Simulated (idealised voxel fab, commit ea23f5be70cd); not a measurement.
The following process module bears the name voxel wiring stack.
Displayed cross-section: cut, width of 195 nm, square cells sized 5 nm.
Just so we're on the same page, the cross-sections are grids of square cells, and they're listed out in bands top to bottom, each band one or more rows deep.
Band entry format. Leading values: height of top, height of bottom, nm. Remainder: materials in left-to-right order, each with its width in nm. Special words: "edge to edge" on a single material, which then fills the band edge to edge; "air", empty space.
The reference from which all heights are counted is 0, the level beneath which the as-received wafer is entirely one material; the lowest band, having no lower bound, proceeds downward and is written after the example "from 0 down".
The notation "30->40" denotes a width that varies across the rows of cells in the band, beginning at the first number in the top row, finishing at the second number in the bottom row, and changing by an identical amount from each row to the next.
"nothing changed" for a step: no cell of the cross-section changed in that step.
So "Non-vented voids" is basically the list of trapped voids: any empty space of 8 cells or more that can't reach the top through an opening. They're written width x height at distance, the distance being from the left edge, and it's all nm.
What comes after the settings on a step's line is commentary from the simulator itself on that step.
The "overlay nm" setting may appear on a step's line; for a step that uses a mask, it gives how far to the right of its planned position the mask lay, and a negative value indicates the left.
-- These are the steps we planned for the process
- 1: RECEIVE, material Si
- 2: CONFORMAL_DEP, material SiO2, thk nm 10
- 3: DIRECTIONAL_DEP, material TiN, thk nm 5
- 4: DIRECTIONAL_DEP, material W, thk nm 20
- 5: MASKED_ETCH, tone cover, mask id METAL_1, width nm 25, pitch nm 40, etch materials W, depth nm 20, overlay nm 0
- 6: MASKED_ETCH, tone cover, mask id METAL_1, width nm 25, pitch nm 40, etch materials TiN, depth nm 5, overlay nm 0
- 7: CONFORMAL_DEP, material SiN, thk nm 5
- 8: FILL_DEP, material lowk, thk nm 5
- 9: CMP, height nm 35
- 10: CONFORMAL_DEP, material SiCN, thk nm 5
- 11: DIRECTIONAL_DEP, material lowk, thk nm 15
- 12: MASKED_ETCH, tone open, mask id PLUG_1, width nm 15, pitch nm 40, etch materials lowk, depth nm 15, overlay nm 0
- 13: MASKED_ETCH, tone open, mask id PLUG_1, width nm 15, pitch nm 40, etch materials SiCN, depth nm 5, overlay nm 0
- 14: EPI, material Ru, thk nm 10
- 15: EPI, material Ru, thk nm 10
- 16: CONFORMAL_DEP, material SiCN, thk nm 5
- 17: DIRECTIONAL_DEP, material SiO2, thk nm 20
- 18: PATTERN, tone open, mask id METAL_2, material resist, width nm 25, pitch nm 40, thk nm 20, overlay nm 0
- 19: DIRECTIONAL_ETCH, etch materials SiO2, depth nm 20
- 20: DIRECTIONAL_ETCH, etch materials SiCN, depth nm 5
- 21: STRIP, etch materials resist
- 22: CONFORMAL_DEP, material TiN, thk nm 5
- 23: FILL_DEP, material Ru, thk nm 5
- 24: CMP, height nm 80
- 25: CONFORMAL_DEP, material SiCN, thk nm 5
-- Run as planned: first of two wafers
-- as received, after step 1
from 0 down  Si edge to edge
Non-vented voids: none
-- after step 2
from 10 to 0  SiO2 edge to edge
Under 0: no change, same as before.
-- after step 3
from 15 to 10  TiN edge to edge
Under 10: no change, same as before.
-- after step 4
from 35 to 15  W edge to edge
Under 15: no change, same as before.
-- after step 5
from 35 to 15  air 25; W 25; air 15; W 25; air 15; W 25; air 15; W 25; air 25
Under 15: no change, same as before.
-- after step 6
from 35 to 15  air 25; W 25; air 15; W 25; air 15; W 25; air 15; W 25; air 25
from 15 to 10  air 25; TiN 25; air 15; TiN 25; air 15; TiN 25; air 15; TiN 25; air 25
Under 10: no change, same as before.
-- after step 7
from 40 to 35  air 20; SiN 35; air 5; SiN 35; air 5; SiN 35; air 5; SiN 35; air 20
from 35 to 15  air 20; SiN 5; W 25; SiN 5; air 5; SiN 5; W 25; SiN 5; air 5; SiN 5; W 25; SiN 5; air 5; SiN 5; W 25; SiN 5; air 20
from 15 to 10  SiN 25; TiN 25; SiN 15; TiN 25; SiN 15; TiN 25; SiN 15; TiN 25; SiN 25
Under 10: no change, same as before.
-- after step 8
from 45 to 40  lowk edge to edge
from 40 to 35  lowk 20; SiN 35; lowk 5; SiN 35; lowk 5; SiN 35; lowk 5; SiN 35; lowk 20
from 35 to 15  lowk 20; SiN 5; W 25; SiN 5; lowk 5; SiN 5; W 25; SiN 5; lowk 5; SiN 5; W 25; SiN 5; lowk 5; SiN 5; W 25; SiN 5; lowk 20
Under 15: no change, same as before.
-- after step 9
from 35 to 15  lowk 20; SiN 5; W 25; SiN 5; lowk 5; SiN 5; W 25; SiN 5; lowk 5; SiN 5; W 25; SiN 5; lowk 5; SiN 5; W 25; SiN 5; lowk 20
Under 15: no change, same as before.
-- after step 10
from 40 to 35  SiCN edge to edge
Under 35: no change, same as before.
-- after step 11
from 55 to 40  lowk edge to edge
Under 40: no change, same as before.
-- after step 12
from 55 to 40  lowk 25; air 15; lowk 25; air 15; lowk 25; air 15; lowk 25; air 15; lowk 35
Under 40: no change, same as before.
-- after step 13
from 55 to 40  lowk 25; air 15; lowk 25; air 15; lowk 25; air 15; lowk 25; air 15; lowk 35
from 40 to 35  SiCN 25; air 15; SiCN 25; air 15; SiCN 25; air 15; SiCN 25; air 15; SiCN 35
Under 35: no change, same as before.
-- after step 14
from 55 to 45  lowk 25; air 15; lowk 25; air 15; lowk 25; air 15; lowk 25; air 15; lowk 35
from 45 to 40  lowk 25; Ru 15; lowk 25; Ru 15; lowk 25; Ru 15; lowk 25; Ru 15; lowk 35
from 40 to 35  SiCN 25; Ru 15; SiCN 25; Ru 15; SiCN 25; Ru 15; SiCN 25; Ru 15; SiCN 35
Under 35: no change, same as before.
-- after step 15
from 55 to 40  lowk 25; Ru 15; lowk 25; Ru 15; lowk 25; Ru 15; lowk 25; Ru 15; lowk 35
Under 40: no change, same as before.
-- after step 16
from 60 to 55  SiCN edge to edge
Under 55: no change, same as before.
-- after step 17
from 80 to 60  SiO2 edge to edge
Under 60: no change, same as before.
-- after step 18
from 100 to 80  resist 25; air 25; resist 15; air 25; resist 15; air 25; resist 15; air 25; resist 25
Under 80: no change, same as before.
-- after step 19
from 100 to 80  resist 25; air 25; resist 15; air 25; resist 15; air 25; resist 15; air 25; resist 25
from 80 to 60  SiO2 25; air 25; SiO2 15; air 25; SiO2 15; air 25; SiO2 15; air 25; SiO2 25
Under 60: no change, same as before.
-- after step 20
from 100 to 80  resist 25; air 25; resist 15; air 25; resist 15; air 25; resist 15; air 25; resist 25
from 80 to 60  SiO2 25; air 25; SiO2 15; air 25; SiO2 15; air 25; SiO2 15; air 25; SiO2 25
from 60 to 55  SiCN 25; air 25; SiCN 15; air 25; SiCN 15; air 25; SiCN 15; air 25; SiCN 25
Under 55: no change, same as before.
-- after step 21
from 80 to 60  SiO2 25; air 25; SiO2 15; air 25; SiO2 15; air 25; SiO2 15; air 25; SiO2 25
Under 60: no change, same as before.
-- after step 22
from 85 to 80  TiN 30; air 15; TiN 25; air 15; TiN 25; air 15; TiN 25; air 15; TiN 30
from 80 to 60  SiO2 25; TiN 5; air 15; TiN 5; SiO2 15; TiN 5; air 15; TiN 5; SiO2 15; TiN 5; air 15; TiN 5; SiO2 15; TiN 5; air 15; TiN 5; SiO2 25
from 60 to 55  SiCN 25; TiN 25; SiCN 15; TiN 25; SiCN 15; TiN 25; SiCN 15; TiN 25; SiCN 25
Under 55: no change, same as before.
-- after step 23
from 90 to 85  Ru edge to edge
from 85 to 80  TiN 30; Ru 15; TiN 25; Ru 15; TiN 25; Ru 15; TiN 25; Ru 15; TiN 30
from 80 to 60  SiO2 25; TiN 5; Ru 15; TiN 5; SiO2 15; TiN 5; Ru 15; TiN 5; SiO2 15; TiN 5; Ru 15; TiN 5; SiO2 15; TiN 5; Ru 15; TiN 5; SiO2 25
Under 60: no change, same as before.
-- after step 24
from 80 to 60  SiO2 25; TiN 5; Ru 15; TiN 5; SiO2 15; TiN 5; Ru 15; TiN 5; SiO2 15; TiN 5; Ru 15; TiN 5; SiO2 15; TiN 5; Ru 15; TiN 5; SiO2 25
Under 60: no change, same as before.
-- after step 25
from 85 to 80  SiCN edge to edge
Under 80: no change, same as before.
-- The second wafer: identical to the first at the outset and in its planned sequence, differing only in that one mistake was made during processing; up to and including step 1, its path is the first wafer's path
-- At the planned end of step 2, the second wafer in cross-section
from 5 to 0  TiN edge to edge
Under 0: no change, same as before.
-- At the planned end of step 3, the second wafer in cross-section
from 15 to 5  SiO2 edge to edge
Under 5: no change, same as before.
-- At the planned end of step 4, the second wafer in cross-section
from 35 to 15  W edge to edge
Under 15: no change, same as before.
-- At the planned end of step 5, the second wafer in cross-section
from 35 to 15  air 25; W 25; air 15; W 25; air 15; W 25; air 15; W 25; air 25
Under 15: no change, same as before.
At the planned end of step 6, the second wafer in cross-section: nothing changed
-- At the planned end of step 7, the second wafer in cross-section
from 40 to 35  air 20; SiN 35; air 5; SiN 35; air 5; SiN 35; air 5; SiN 35; air 20
from 35 to 20  air 20; SiN 5; W 25; SiN 5; air 5; SiN 5; W 25; SiN 5; air 5; SiN 5; W 25; SiN 5; air 5; SiN 5; W 25; SiN 5; air 20
from 20 to 15  SiN 25; W 25; SiN 15; W 25; SiN 15; W 25; SiN 15; W 25; SiN 25
Under 15: no change, same as before.
-- At the planned end of step 8, the second wafer in cross-section
from 45 to 40  lowk edge to edge
from 40 to 35  lowk 20; SiN 35; lowk 5; SiN 35; lowk 5; SiN 35; lowk 5; SiN 35; lowk 20
from 35 to 20  lowk 20; SiN 5; W 25; SiN 5; lowk 5; SiN 5; W 25; SiN 5; lowk 5; SiN 5; W 25; SiN 5; lowk 5; SiN 5; W 25; SiN 5; lowk 20
Under 20: no change, same as before.
-- At the planned end of step 9, the second wafer in cross-section
from 35 to 20  lowk 20; SiN 5; W 25; SiN 5; lowk 5; SiN 5; W 25; SiN 5; lowk 5; SiN 5; W 25; SiN 5; lowk 5; SiN 5; W 25; SiN 5; lowk 20
Under 20: no change, same as before.
-- At the planned end of step 10, the second wafer in cross-section
from 40 to 35  SiCN edge to edge
Under 35: no change, same as before.
-- At the planned end of step 11, the second wafer in cross-section
from 55 to 40  lowk edge to edge
Under 40: no change, same as before.
-- At the planned end of step 12, the second wafer in cross-section
from 55 to 40  lowk 25; air 15; lowk 25; air 15; lowk 25; air 15; lowk 25; air 15; lowk 35
Under 40: no change, same as before.
-- At the planned end of step 13, the second wafer in cross-section
from 55 to 40  lowk 25; air 15; lowk 25; air 15; lowk 25; air 15; lowk 25; air 15; lowk 35
from 40 to 35  SiCN 25; air 15; SiCN 25; air 15; SiCN 25; air 15; SiCN 25; air 15; SiCN 35
Under 35: no change, same as before.
-- At the planned end of step 14, the second wafer in cross-section
from 55 to 45  lowk 25; air 15; lowk 25; air 15; lowk 25; air 15; lowk 25; air 15; lowk 35
from 45 to 40  lowk 25; Ru 15; lowk 25; Ru 15; lowk 25; Ru 15; lowk 25; Ru 15; lowk 35
from 40 to 35  SiCN 25; Ru 15; SiCN 25; Ru 15; SiCN 25; Ru 15; SiCN 25; Ru 15; SiCN 35
Under 35: no change, same as before.
-- At the planned end of step 15, the second wafer in cross-section
from 55 to 40  lowk 25; Ru 15; lowk 25; Ru 15; lowk 25; Ru 15; lowk 25; Ru 15; lowk 35
Under 40: no change, same as before.
-- At the planned end of step 16, the second wafer in cross-section
from 60 to 55  SiCN edge to edge
Under 55: no change, same as before.
-- At the planned end of step 17, the second wafer in cross-section
from 80 to 60  SiO2 edge to edge
Under 60: no change, same as before.
-- At the planned end of step 18, the second wafer in cross-section
from 100 to 80  resist 25; air 25; resist 15; air 25; resist 15; air 25; resist 15; air 25; resist 25
Under 80: no change, same as before.
-- At the planned end of step 19, the second wafer in cross-section
from 100 to 80  resist 25; air 25; resist 15; air 25; resist 15; air 25; resist 15; air 25; resist 25
from 80 to 60  SiO2 25; air 25; SiO2 15; air 25; SiO2 15; air 25; SiO2 15; air 25; SiO2 25
Under 60: no change, same as before.
-- At the planned end of step 20, the second wafer in cross-section
from 100 to 80  resist 25; air 25; resist 15; air 25; resist 15; air 25; resist 15; air 25; resist 25
from 80 to 60  SiO2 25; air 25; SiO2 15; air 25; SiO2 15; air 25; SiO2 15; air 25; SiO2 25
from 60 to 55  SiCN 25; air 25; SiCN 15; air 25; SiCN 15; air 25; SiCN 15; air 25; SiCN 25
Under 55: no change, same as before.
-- At the planned end of step 21, the second wafer in cross-section
from 80 to 60  SiO2 25; air 25; SiO2 15; air 25; SiO2 15; air 25; SiO2 15; air 25; SiO2 25
Under 60: no change, same as before.
-- At the planned end of step 22, the second wafer in cross-section
from 85 to 80  TiN 30; air 15; TiN 25; air 15; TiN 25; air 15; TiN 25; air 15; TiN 30
from 80 to 60  SiO2 25; TiN 5; air 15; TiN 5; SiO2 15; TiN 5; air 15; TiN 5; SiO2 15; TiN 5; air 15; TiN 5; SiO2 15; TiN 5; air 15; TiN 5; SiO2 25
from 60 to 55  SiCN 25; TiN 25; SiCN 15; TiN 25; SiCN 15; TiN 25; SiCN 15; TiN 25; SiCN 25
Under 55: no change, same as before.
-- At the planned end of step 23, the second wafer in cross-section
from 90 to 85  Ru edge to edge
from 85 to 80  TiN 30; Ru 15; TiN 25; Ru 15; TiN 25; Ru 15; TiN 25; Ru 15; TiN 30
from 80 to 60  SiO2 25; TiN 5; Ru 15; TiN 5; SiO2 15; TiN 5; Ru 15; TiN 5; SiO2 15; TiN 5; Ru 15; TiN 5; SiO2 15; TiN 5; Ru 15; TiN 5; SiO2 25
Under 60: no change, same as before.
-- At the planned end of step 24, the second wafer in cross-section
from 80 to 60  SiO2 25; TiN 5; Ru 15; TiN 5; SiO2 15; TiN 5; Ru 15; TiN 5; SiO2 15; TiN 5; Ru 15; TiN 5; SiO2 15; TiN 5; Ru 15; TiN 5; SiO2 25
Under 60: no change, same as before.
-- At the planned end of step 25, the second wafer in cross-section
from 85 to 80  SiCN edge to edge
Under 80: no change, same as before.
Misprocessing identified: plan vs actual: 2 and 3 interchanged
Wafer comparison, final, in cells, second relative to first, materials more or fewer: SiN -8 | TiN +19 | lowk -11
